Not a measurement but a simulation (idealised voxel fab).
The following process module bears the name voxel wiring stack.
It is cross-section cut that appears here, measuring 210 nm in width, its square cells being 5 nm in size.
In this document a cross-section is written as a grid of square cells. It is given as a series of bands, listed from the top down, and a band is one or more rows of cells. Per band: top height and bottom height in nm, followed by the left-to-right materials and their widths in nm; "throughout" marks a single material spanning edge to edge, "empty" marks empty space. Convention: height 0 is the level below which the wafer, as received, is all one material. The lowest band does not terminate at the bottom but continues downward, represented as "0..down". Read "30..40" as a graded width: first number on top, second number at the bottom, same change between each pair of neighbouring rows. Reading "nothing was modified" for a step: not a cell of the cross-section changed in it. The label "Closed-off voids" introduces a list of the empty spaces, 8 cells or larger, that have no open way up to the top; each entry in it reads width x height at distance, where the distance is taken from the left edge and all three are stated in nm. Post-settings text on a step line: simulator's own remark regarding the step. overlay nm: mask right of planned place by this much (step with mask). Neg. = left.
# The planned process steps are enumerated hereunder
- 1: RECEIVE | material Si
- 2: CONFORMAL_DEP | material SiO2 | thk nm 10
- 3: DIRECTIONAL_DEP | material TiN | thk nm 5
- 4: DIRECTIONAL_DEP | material W | thk nm 25
- 5: DIRECTIONAL_DEP | material aC | thk nm 15
- 6: PATTERN | tone cover | mask id METAL_1 | material resist | width nm 20 | pitch nm 45 | thk nm 35 | overlay nm 0
- 7: DIRECTIONAL_ETCH | etch materials aC | depth nm 15
- 8: STRIP | etch materials resist
- 9: DIRECTIONAL_ETCH | etch materials W | depth nm 25
- 10: DIRECTIONAL_ETCH | etch materials TiN | depth nm 5
- 11: STRIP | etch materials aC
- 12: CONFORMAL_DEP | material SiN | thk nm 5
- 13: FILL_DEP | material lowk | thk nm 5
- 14: CMP | height nm 40
- 15: CONFORMAL_DEP | material SiCN | thk nm 5
- 16: DIRECTIONAL_DEP | material lowk | thk nm 15
- 17: MASKED_ETCH | tone open | mask id PLUG_1 | width nm 15 | pitch nm 45 | etch materials lowk | depth nm 15 | overlay nm 0
- 18: MASKED_ETCH | tone open | mask id PLUG_1 | width nm 15 | pitch nm 45 | etch materials SiCN | depth nm 5 | overlay nm 0
- 19: CONFORMAL_DEP | material TiN | thk nm 5
- 20: FILL_DEP | material Ru | thk nm 5
- 21: CMP | height nm 60
- 22: DIRECTIONAL_DEP | material TiN | thk nm 5
- 23: DIRECTIONAL_DEP | material W | thk nm 20
- 24: PATTERN | tone cover | mask id METAL_2 | material resist | width nm 20 | pitch nm 45 | thk nm 15 | overlay nm 0
- 25: DIRECTIONAL_ETCH | etch materials W | depth nm 20
- 26: DIRECTIONAL_ETCH | etch materials TiN | depth nm 5
- 27: STRIP | etch materials resist
- 28: CONFORMAL_DEP | material SiN | thk nm 5
- 29: FILL_DEP | material SiO2 | thk nm 5
- 30: CMP | height nm 85
- 31: CONFORMAL_DEP | material SiN | thk nm 5
# The first of a set of two wafers, run to plan
# Cross-section of the wafer as it came to us, i.e., already through step 1
* 0..down = Si throughout
* Closed-off voids: none
# So this is the wafer cross-section right after step 2
* 10..0 = SiO2 throughout
* Lower than 0, everything is as it was.
# So this is the wafer cross-section right after step 3
* 15..10 = TiN throughout
* Lower than 10, everything is as it was.
# So this is the wafer cross-section right after step 4
* 40..15 = W throughout
* Lower than 15, everything is as it was.
# So this is the wafer cross-section right after step 5
* 55..40 = aC throughout
* Lower than 40, everything is as it was.
# So this is the wafer cross-section right after step 6
* 90..55 = empty 25 nm, resist 20 nm, empty 25 nm, resist 20 nm, empty 25 nm, resist 20 nm, empty 25 nm, resist 20 nm, empty 30 nm
* Lower than 55, everything is as it was.
# So this is the wafer cross-section right after step 7
* 75..55 = empty 25 nm, resist 20 nm, empty 25 nm, resist 20 nm, empty 25 nm, resist 20 nm, empty 25 nm, resist 20 nm, empty 30 nm
* 55..40 = empty 25 nm, aC 20 nm, empty 25 nm, aC 20 nm, empty 25 nm, aC 20 nm, empty 25 nm, aC 20 nm, empty 30 nm
* Lower than 40, everything is as it was.
# So this is the wafer cross-section right after step 8
* 55..40 = empty 25 nm, aC 20 nm, empty 25 nm, aC 20 nm, empty 25 nm, aC 20 nm, empty 25 nm, aC 20 nm, empty 30 nm
* Lower than 40, everything is as it was.
# So this is the wafer cross-section right after step 9
* 55..40 = empty 25 nm, aC 20 nm, empty 25 nm, aC 20 nm, empty 25 nm, aC 20 nm, empty 25 nm, aC 20 nm, empty 30 nm
* 40..15 = empty 25 nm, W 20 nm, empty 25 nm, W 20 nm, empty 25 nm, W 20 nm, empty 25 nm, W 20 nm, empty 30 nm
* Lower than 15, everything is as it was.
# So this is the wafer cross-section right after step 10
* 55..40 = empty 25 nm, aC 20 nm, empty 25 nm, aC 20 nm, empty 25 nm, aC 20 nm, empty 25 nm, aC 20 nm, empty 30 nm
* 40..15 = empty 25 nm, W 20 nm, empty 25 nm, W 20 nm, empty 25 nm, W 20 nm, empty 25 nm, W 20 nm, empty 30 nm
* 15..10 = empty 25 nm, TiN 20 nm, empty 25 nm, TiN 20 nm, empty 25 nm, TiN 20 nm, empty 25 nm, TiN 20 nm, empty 30 nm
* Lower than 10, everything is as it was.
# So this is the wafer cross-section right after step 11
* 40..15 = empty 25 nm, W 20 nm, empty 25 nm, W 20 nm, empty 25 nm, W 20 nm, empty 25 nm, W 20 nm, empty 30 nm
* Lower than 15, everything is as it was.
# So this is the wafer cross-section right after step 12
* 45..40 = empty 20 nm, SiN 30 nm, empty 15 nm, SiN 30 nm, empty 15 nm, SiN 30 nm, empty 15 nm, SiN 30 nm, empty 25 nm
* 40..15 = empty 20 nm, SiN 5 nm, W 20 nm, SiN 5 nm, empty 15 nm, SiN 5 nm, W 20 nm, SiN 5 nm, empty 15 nm, SiN 5 nm, W 20 nm, SiN 5 nm, empty 15 nm, SiN 5 nm, W 20 nm, SiN 5 nm, empty 25 nm
* 15..10 = SiN 25 nm, TiN 20 nm, SiN 25 nm, TiN 20 nm, SiN 25 nm, TiN 20 nm, SiN 25 nm, TiN 20 nm, SiN 30 nm
* Lower than 10, everything is as it was.
# So this is the wafer cross-section right after step 13
* 50..45 = lowk throughout
* 45..40 = lowk 20 nm, SiN 30 nm, lowk 15 nm, SiN 30 nm, lowk 15 nm, SiN 30 nm, lowk 15 nm, SiN 30 nm, lowk 25 nm
* 40..15 = lowk 20 nm, SiN 5 nm, W 20 nm, SiN 5 nm, lowk 15 nm, SiN 5 nm, W 20 nm, SiN 5 nm, lowk 15 nm, SiN 5 nm, W 20 nm, SiN 5 nm, lowk 15 nm, SiN 5 nm, W 20 nm, SiN 5 nm, lowk 25 nm
* Lower than 15, everything is as it was.
# So this is the wafer cross-section right after step 14
* 40..15 = lowk 20 nm, SiN 5 nm, W 20 nm, SiN 5 nm, lowk 15 nm, SiN 5 nm, W 20 nm, SiN 5 nm, lowk 15 nm, SiN 5 nm, W 20 nm, SiN 5 nm, lowk 15 nm, SiN 5 nm, W 20 nm, SiN 5 nm, lowk 25 nm
* Lower than 15, everything is as it was.
# So this is the wafer cross-section right after step 15
* 45..40 = SiCN throughout
* Lower than 40, everything is as it was.
# So this is the wafer cross-section right after step 16
* 60..45 = lowk throughout
* Lower than 45, everything is as it was.
# So this is the wafer cross-section right after step 17
* 60..45 = lowk 25 nm, empty 15 nm, lowk 30 nm, empty 15 nm, lowk 30 nm, empty 15 nm, lowk 30 nm, empty 15 nm, lowk 35 nm
* Lower than 45, everything is as it was.
# So this is the wafer cross-section right after step 18
* 60..45 = lowk 25 nm, empty 15 nm, lowk 30 nm, empty 15 nm, lowk 30 nm, empty 15 nm, lowk 30 nm, empty 15 nm, lowk 35 nm
* 45..40 = SiCN 25 nm, empty 15 nm, SiCN 30 nm, empty 15 nm, SiCN 30 nm, empty 15 nm, SiCN 30 nm, empty 15 nm, SiCN 35 nm
* Lower than 40, everything is as it was.
# So this is the wafer cross-section right after step 19
* 65..60 = TiN 30 nm, empty 5 nm, TiN 40 nm, empty 5 nm, TiN 40 nm, empty 5 nm, TiN 40 nm, empty 5 nm, TiN 40 nm
* 60..45 = lowk 25 nm, TiN 5 nm, empty 5 nm, TiN 5 nm, lowk 30 nm, TiN 5 nm, empty 5 nm, TiN 5 nm, lowk 30 nm, TiN 5 nm, empty 5 nm, TiN 5 nm, lowk 30 nm, TiN 5 nm, empty 5 nm, TiN 5 nm, lowk 35 nm
* 45..40 = SiCN 25 nm, TiN 15 nm, SiCN 30 nm, TiN 15 nm, SiCN 30 nm, TiN 15 nm, SiCN 30 nm, TiN 15 nm, SiCN 35 nm
* Lower than 40, everything is as it was.
# So this is the wafer cross-section right after step 20
* 70..65 = Ru throughout
* 65..60 = TiN 30 nm, Ru 5 nm, TiN 40 nm, Ru 5 nm, TiN 40 nm, Ru 5 nm, TiN 40 nm, Ru 5 nm, TiN 40 nm
* 60..45 = lowk 25 nm, TiN 5 nm, Ru 5 nm, TiN 5 nm, lowk 30 nm, TiN 5 nm, Ru 5 nm, TiN 5 nm, lowk 30 nm, TiN 5 nm, Ru 5 nm, TiN 5 nm, lowk 30 nm, TiN 5 nm, Ru 5 nm, TiN 5 nm, lowk 35 nm
* Lower than 45, everything is as it was.
# So this is the wafer cross-section right after step 21
* 60..45 = lowk 25 nm, TiN 5 nm, Ru 5 nm, TiN 5 nm, lowk 30 nm, TiN 5 nm, Ru 5 nm, TiN 5 nm, lowk 30 nm, TiN 5 nm, Ru 5 nm, TiN 5 nm, lowk 30 nm, TiN 5 nm, Ru 5 nm, TiN 5 nm, lowk 35 nm
* Lower than 45, everything is as it was.
# So this is the wafer cross-section right after step 22
* 65..60 = TiN throughout
* Lower than 60, everything is as it was.
# So this is the wafer cross-section right after step 23
* 85..65 = W throughout
* Lower than 65, everything is as it was.
# So this is the wafer cross-section right after step 24
* 100..85 = empty 25 nm, resist 20 nm, empty 25 nm, resist 20 nm, empty 25 nm, resist 20 nm, empty 25 nm, resist 20 nm, empty 30 nm
* Lower than 85, everything is as it was.
# So this is the wafer cross-section right after step 25
* 100..85 = empty 25 nm, resist 20 nm, empty 25 nm, resist 20 nm, empty 25 nm, resist 20 nm, empty 25 nm, resist 20 nm, empty 30 nm
* 85..65 = empty 25 nm, W 20 nm, empty 25 nm, W 20 nm, empty 25 nm, W 20 nm, empty 25 nm, W 20 nm, empty 30 nm
* Lower than 65, everything is as it was.
# So this is the wafer cross-section right after step 26
* 100..85 = empty 25 nm, resist 20 nm, empty 25 nm, resist 20 nm, empty 25 nm, resist 20 nm, empty 25 nm, resist 20 nm, empty 30 nm
* 85..65 = empty 25 nm, W 20 nm, empty 25 nm, W 20 nm, empty 25 nm, W 20 nm, empty 25 nm, W 20 nm, empty 30 nm
* 65..60 = empty 25 nm, TiN 20 nm, empty 25 nm, TiN 20 nm, empty 25 nm, TiN 20 nm, empty 25 nm, TiN 20 nm, empty 30 nm
* Lower than 60, everything is as it was.
# So this is the wafer cross-section right after step 27
* 85..65 = empty 25 nm, W 20 nm, empty 25 nm, W 20 nm, empty 25 nm, W 20 nm, empty 25 nm, W 20 nm, empty 30 nm
* Lower than 65, everything is as it was.
# So this is the wafer cross-section right after step 28
* 90..85 = empty 20 nm, SiN 30 nm, empty 15 nm, SiN 30 nm, empty 15 nm, SiN 30 nm, empty 15 nm, SiN 30 nm, empty 25 nm
* 85..65 = empty 20 nm, SiN 5 nm, W 20 nm, SiN 5 nm, empty 15 nm, SiN 5 nm, W 20 nm, SiN 5 nm, empty 15 nm, SiN 5 nm, W 20 nm, SiN 5 nm, empty 15 nm, SiN 5 nm, W 20 nm, SiN 5 nm, empty 25 nm
* 65..60 = SiN 25 nm, TiN 20 nm, SiN 25 nm, TiN 20 nm, SiN 25 nm, TiN 20 nm, SiN 25 nm, TiN 20 nm, SiN 30 nm
* Lower than 60, everything is as it was.
# So this is the wafer cross-section right after step 29
* 95..90 = SiO2 throughout
* 90..85 = SiO2 20 nm, SiN 30 nm, SiO2 15 nm, SiN 30 nm, SiO2 15 nm, SiN 30 nm, SiO2 15 nm, SiN 30 nm, SiO2 25 nm
* 85..65 = SiO2 20 nm, SiN 5 nm, W 20 nm, SiN 5 nm, SiO2 15 nm, SiN 5 nm, W 20 nm, SiN 5 nm, SiO2 15 nm, SiN 5 nm, W 20 nm, SiN 5 nm, SiO2 15 nm, SiN 5 nm, W 20 nm, SiN 5 nm, SiO2 25 nm
* Lower than 65, everything is as it was.
# So this is the wafer cross-section right after step 30
* 85..65 = SiO2 20 nm, SiN 5 nm, W 20 nm, SiN 5 nm, SiO2 15 nm, SiN 5 nm, W 20 nm, SiN 5 nm, SiO2 15 nm, SiN 5 nm, W 20 nm, SiN 5 nm, SiO2 15 nm, SiN 5 nm, W 20 nm, SiN 5 nm, SiO2 25 nm
* Lower than 65, everything is as it was.
# So this is the wafer cross-section right after step 31
* 90..85 = SiN throughout
* Lower than 85, everything is as it was.
# Second wafer - shared start and plan with the first - one error in running - same as the first up to step 16 inclusive
# The second wafer cut through, at the time step 17 was supposed to be finished
* 60..45 = empty 25 nm, lowk 15 nm, empty 30 nm, lowk 15 nm, empty 30 nm, lowk 15 nm, empty 30 nm, lowk 15 nm, empty 35 nm
* Lower than 45, everything is as it was.
The second wafer cut through, at the time step 18 was supposed to be finished: nothing was modified
# The second wafer cut through, at the time step 19 was supposed to be finished
* 65..60 = empty 20 nm, TiN 25 nm, empty 20 nm, TiN 25 nm, empty 20 nm, TiN 25 nm, empty 20 nm, TiN 25 nm, empty 30 nm
* 60..50 = empty 20 nm, TiN 5 nm, lowk 15 nm, TiN 5 nm, empty 20 nm, TiN 5 nm, lowk 15 nm, TiN 5 nm, empty 20 nm, TiN 5 nm, lowk 15 nm, TiN 5 nm, empty 20 nm, TiN 5 nm, lowk 15 nm, TiN 5 nm, empty 30 nm
* 50..45 = TiN 25 nm, lowk 15 nm, TiN 30 nm, lowk 15 nm, TiN 30 nm, lowk 15 nm, TiN 30 nm, lowk 15 nm, TiN 35 nm
* Lower than 45, everything is as it was.
# The second wafer cut through, at the time step 20 was supposed to be finished
* 70..65 = Ru throughout
* 65..60 = Ru 20 nm, TiN 25 nm, Ru 20 nm, TiN 25 nm, Ru 20 nm, TiN 25 nm, Ru 20 nm, TiN 25 nm, Ru 30 nm
* 60..50 = Ru 20 nm, TiN 5 nm, lowk 15 nm, TiN 5 nm, Ru 20 nm, TiN 5 nm, lowk 15 nm, TiN 5 nm, Ru 20 nm, TiN 5 nm, lowk 15 nm, TiN 5 nm, Ru 20 nm, TiN 5 nm, lowk 15 nm, TiN 5 nm, Ru 30 nm
* Lower than 50, everything is as it was.
# The second wafer cut through, at the time step 21 was supposed to be finished
* 60..50 = Ru 20 nm, TiN 5 nm, lowk 15 nm, TiN 5 nm, Ru 20 nm, TiN 5 nm, lowk 15 nm, TiN 5 nm, Ru 20 nm, TiN 5 nm, lowk 15 nm, TiN 5 nm, Ru 20 nm, TiN 5 nm, lowk 15 nm, TiN 5 nm, Ru 30 nm
* Lower than 50, everything is as it was.
# The second wafer cut through, at the time step 22 was supposed to be finished
* 65..60 = TiN throughout
* Lower than 60, everything is as it was.
# The second wafer cut through, at the time step 23 was supposed to be finished
* 85..65 = W throughout
* Lower than 65, everything is as it was.
# The second wafer cut through, at the time step 24 was supposed to be finished
* 100..85 = empty 25 nm, resist 20 nm, empty 25 nm, resist 20 nm, empty 25 nm, resist 20 nm, empty 25 nm, resist 20 nm, empty 30 nm
* Lower than 85, everything is as it was.
# The second wafer cut through, at the time step 25 was supposed to be finished
* 100..85 = empty 25 nm, resist 20 nm, empty 25 nm, resist 20 nm, empty 25 nm, resist 20 nm, empty 25 nm, resist 20 nm, empty 30 nm
* 85..65 = empty 25 nm, W 20 nm, empty 25 nm, W 20 nm, empty 25 nm, W 20 nm, empty 25 nm, W 20 nm, empty 30 nm
* Lower than 65, everything is as it was.
# The second wafer cut through, at the time step 26 was supposed to be finished
* 100..85 = empty 25 nm, resist 20 nm, empty 25 nm, resist 20 nm, empty 25 nm, resist 20 nm, empty 25 nm, resist 20 nm, empty 30 nm
* 85..65 = empty 25 nm, W 20 nm, empty 25 nm, W 20 nm, empty 25 nm, W 20 nm, empty 25 nm, W 20 nm, empty 30 nm
* 65..60 = empty 25 nm, TiN 20 nm, empty 25 nm, TiN 20 nm, empty 25 nm, TiN 20 nm, empty 25 nm, TiN 20 nm, empty 30 nm
* Lower than 60, everything is as it was.
# The second wafer cut through, at the time step 27 was supposed to be finished
* 85..65 = empty 25 nm, W 20 nm, empty 25 nm, W 20 nm, empty 25 nm, W 20 nm, empty 25 nm, W 20 nm, empty 30 nm
* Lower than 65, everything is as it was.
# The second wafer cut through, at the time step 28 was supposed to be finished
* 90..85 = empty 20 nm, SiN 30 nm, empty 15 nm, SiN 30 nm, empty 15 nm, SiN 30 nm, empty 15 nm, SiN 30 nm, empty 25 nm
* 85..65 = empty 20 nm, SiN 5 nm, W 20 nm, SiN 5 nm, empty 15 nm, SiN 5 nm, W 20 nm, SiN 5 nm, empty 15 nm, SiN 5 nm, W 20 nm, SiN 5 nm, empty 15 nm, SiN 5 nm, W 20 nm, SiN 5 nm, empty 25 nm
* 65..60 = SiN 25 nm, TiN 20 nm, SiN 25 nm, TiN 20 nm, SiN 25 nm, TiN 20 nm, SiN 25 nm, TiN 20 nm, SiN 30 nm
* Lower than 60, everything is as it was.
# The second wafer cut through, at the time step 29 was supposed to be finished
* 95..90 = SiO2 throughout
* 90..85 = SiO2 20 nm, SiN 30 nm, SiO2 15 nm, SiN 30 nm, SiO2 15 nm, SiN 30 nm, SiO2 15 nm, SiN 30 nm, SiO2 25 nm
* 85..65 = SiO2 20 nm, SiN 5 nm, W 20 nm, SiN 5 nm, SiO2 15 nm, SiN 5 nm, W 20 nm, SiN 5 nm, SiO2 15 nm, SiN 5 nm, W 20 nm, SiN 5 nm, SiO2 15 nm, SiN 5 nm, W 20 nm, SiN 5 nm, SiO2 25 nm
* Lower than 65, everything is as it was.
# The second wafer cut through, at the time step 30 was supposed to be finished
* 85..65 = SiO2 20 nm, SiN 5 nm, W 20 nm, SiN 5 nm, SiO2 15 nm, SiN 5 nm, W 20 nm, SiN 5 nm, SiO2 15 nm, SiN 5 nm, W 20 nm, SiN 5 nm, SiO2 15 nm, SiN 5 nm, W 20 nm, SiN 5 nm, SiO2 25 nm
* Lower than 65, everything is as it was.
# The second wafer cut through, at the time step 31 was supposed to be finished
* 90..85 = SiN throughout
* Lower than 85, everything is as it was.
Processing error: step 17 went in with a setting other than planned; the actual run was MASKED_ETCH | tone cover | mask id PLUG_1 | width nm 15 | pitch nm 45 | etch materials lowk | depth nm 15 | overlay nm 0
In the final state, the cell counts of the second wafer exceed or fall short of those of the first for the following materials: 32 more of Ru | 12 more of SiCN | 10 more of TiN | 54 fewer of lowk
